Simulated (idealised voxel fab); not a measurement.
This section sets out a process module, namely voxel transistor to metal.
Cross-section cut spans 185 nm and uses square cells 5 nm in size.
Think of the cross-section as a grid of square cells. We describe it in bands, top to bottom, and each band covers one or more rows of those cells. Band: top and bottom heights (nm) first, top before bottom; then materials from left to right, widths in nm. "edge to edge" marks a sole material filling the band edge to edge. "air" denotes empty space. All heights in this document are referenced to 0, defined as the level beneath which the wafer, as received, consists entirely of one material. The lowest band is not bounded below; it extends indefinitely downward and is written in the form "from 0 down". Quick explanation for "30->40": the width changes in equal steps down the rows of cells, from the first number in the band's top row to the second number in its bottom row. "no modification" for a step: no cell of the cross-section changed in that step. Reported under the label "Closed void inventory" are the empty spaces having no open way to the top and comprising 8 cells or more; the notation for each is width x height at distance, in which the distance is measured from the left edge and all three values are in nm. It should be noted that, on the line of a given step, the content following the step's settings is a remark produced by the simulator itself with respect to that step. The optional step-line setting "overlay nm" applies to steps with a mask and quantifies how far to the right of its planned location the mask lay, a negative value indicating leftward placement.

THE STEPS PLANNED FOR THE PROCESS ARE AS FOLLOWS
step 1: RECEIVE [material Si]
step 2: CONFORMAL_DEP [material SiO2] [thk nm 5]
step 3: CONFORMAL_DEP [material SiN] [thk nm 10]
step 4: PATTERN [tone cover] [mask id ACTIVE] [material resist] [width nm 95] [thk nm 20] [overlay nm 0]
step 5: DIRECTIONAL_ETCH [etch materials SiN] [depth nm 10]
step 6: DIRECTIONAL_ETCH [etch materials SiO2] [depth nm 5]
step 7: DIRECTIONAL_ETCH [etch materials Si] [depth nm 35]
step 8: STRIP [etch materials resist]
step 9: FILL_DEP [material SiO2] [thk nm 5]
step 10: CMP [height nm 15]
step 11: SELECTIVE_ETCH [etch materials SiO2] [depth nm 10]
step 12: STRIP [etch materials SiN]
step 13: SELECTIVE_ETCH [etch materials SiO2] [depth nm 5]
step 14: OXIDIZE [depth nm 5]
step 15: DIRECTIONAL_DEP [material polySi] [thk nm 25]
step 16: DIRECTIONAL_DEP [material SiCN] [thk nm 10]
step 17: DIRECTIONAL_DEP [material aC] [thk nm 10]
step 18: PATTERN [tone cover] [mask id GATE] [material resist] [width nm 25] [thk nm 30] [overlay nm 0]
step 19: DIRECTIONAL_ETCH [etch materials aC] [depth nm 10]
step 20: STRIP [etch materials resist]
step 21: DIRECTIONAL_ETCH [etch materials SiCN] [depth nm 20]
step 22: DIRECTIONAL_ETCH [etch materials polySi] [depth nm 35]
step 23: STRIP [etch materials aC]
step 24: CONFORMAL_DEP [material SiN] [thk nm 5]
step 25: DIRECTIONAL_ETCH [etch materials SiN] [depth nm 5]
step 26: DIRECTIONAL_ETCH [etch materials SiO2] [depth nm 5]
step 27: DIRECTIONAL_ETCH [etch materials Si] [depth nm 10]
step 28: EPI [material pSi] [thk nm 10]
step 29: FILL_DEP [material SiO2] [thk nm 10]
step 30: CMP [height nm 25]
step 31: STRIP [etch materials polySi]
step 32: SELECTIVE_ETCH [etch materials SiO2] [depth nm 5]
step 33: CONFORMAL_DEP [material HfO2] [thk nm 5]
step 34: CONFORMAL_DEP [material TiN] [thk nm 5]
step 35: FILL_DEP [material W] [thk nm 5]
step 36: CMP [height nm 20]
step 37: DIRECTIONAL_DEP [material SiO2] [thk nm 10]
step 38: PATTERN [tone open] [mask id CONTACT] [material resist] [width nm 15] [pitch nm 70] [thk nm 15] [overlay nm 0]
step 39: DIRECTIONAL_ETCH [etch materials SiO2] [depth nm 35]
step 40: STRIP [etch materials resist]
step 41: CONFORMAL_DEP [material TiN] [thk nm 5]
step 42: FILL_DEP [material Ru] [thk nm 5]
step 43: CMP [height nm 30]
step 44: CONFORMAL_DEP [material SiN] [thk nm 5]
step 45: DIRECTIONAL_DEP [material SiO2] [thk nm 15]
step 46: PATTERN [tone open] [mask id METAL_1] [material resist] [width nm 15] [pitch nm 70] [thk nm 20] [overlay nm 0]
step 47: DIRECTIONAL_ETCH [etch materials SiO2] [depth nm 15]
step 48: DIRECTIONAL_ETCH [etch materials SiN] [depth nm 5]
step 49: STRIP [etch materials resist]
step 50: CONFORMAL_DEP [material TiN] [thk nm 5]
step 51: FILL_DEP [material Cu] [thk nm 5]
step 52: CMP [height nm 50]
step 53: EPI [material Ru] [thk nm 5]
step 54: FILL_DEP [material SiCN] [thk nm 5]
step 55: DIRECTIONAL_DEP [material lowk] [thk nm 30]
step 56: MASKED_ETCH [tone open] [mask id METAL_2] [width nm 15] [pitch nm 70] [etch materials lowk] [depth nm 20] [overlay nm 0]
step 57: MASKED_ETCH [tone open] [mask id METAL_2_HOLES] [width nm 15] [pitch nm 70] [etch materials lowk] [depth nm 10] [overlay nm 0]
step 58: MASKED_ETCH [tone open] [mask id METAL_2_HOLES] [width nm 15] [pitch nm 70] [etch materials SiCN] [depth nm 5] [overlay nm 0]
step 59: CONFORMAL_DEP [material TiN] [thk nm 5]
step 60: FILL_DEP [material Cu] [thk nm 5]
step 61: CMP [height nm 90]
step 62: CONFORMAL_DEP [material SiN] [thk nm 5]

SHOWN IN CROSS-SECTION IS THE WAFER AS RECEIVED, THAT IS, AS IT STANDS AFTER STEP 1
* from 0 down | Si edge to edge
* Closed void inventory: none

MODULE COMPLETE, CROSS-SECTION. STARTING POINT AND PLAN PER ABOVE. ONE MISTAKE MADE IN RUNNING THE MODULE
* from 95 to 90 | SiN edge to edge
* from 90 to 60 | 50 lowk, 5 TiN, 5 Cu, 5 TiN, 55 lowk, 5 TiN, 5 Cu, 5 TiN, 50 lowk
* from 60 to 55 | 50 SiCN, 15 TiN, 55 SiCN, 15 TiN, 50 SiCN
* from 55 to 50 | 45 SiCN, 25 Ru, 45 SiCN, 25 Ru, 45 SiCN
* from 50 to 35 | 50 SiO2, 5 TiN, 5 Cu, 5 TiN, 55 SiO2, 5 TiN, 5 Cu, 5 TiN, 50 SiO2
* from 35 to 30 | 50 SiN, 15 TiN, 55 SiN, 15 TiN, 50 SiN
* from 30 to 20 | 50 SiO2, 5 W, 5 Ru, 5 W, 55 SiO2, 5 W, 5 Ru, 5 W, 50 SiO2
* from 20 to 5 | 50 SiO2, 5 W, 5 Ru, 5 W, 10 SiO2, 5 SiN, 5 HfO2, 5 TiN, 5 W, 5 TiN, 5 HfO2, 5 SiN, 10 SiO2, 5 W, 5 Ru, 5 W, 50 SiO2
* from 5 to 0 | 50 SiO2, 5 W, 5 Ru, 5 W, 10 pSi, 5 SiN, 5 HfO2, 15 TiN, 5 HfO2, 5 SiN, 10 pSi, 5 W, 5 Ru, 5 W, 50 SiO2
* from 0 to -5 | 50 SiO2, 15 W, 10 pSi, 35 HfO2, 10 pSi, 15 W, 50 SiO2
* from -5 to -15 | 45 SiO2, 30 pSi, 35 Si, 30 pSi, 45 SiO2
* from -15 to -35 | 45 SiO2, 95 Si, 45 SiO2
* from -35 down | Si edge to edge
* Closed void inventory: none
It is concluded that the wafer was processed incorrectly with respect to the plan, in that step 41 ran as: CONFORMAL_DEP [material W] [thk nm 5]
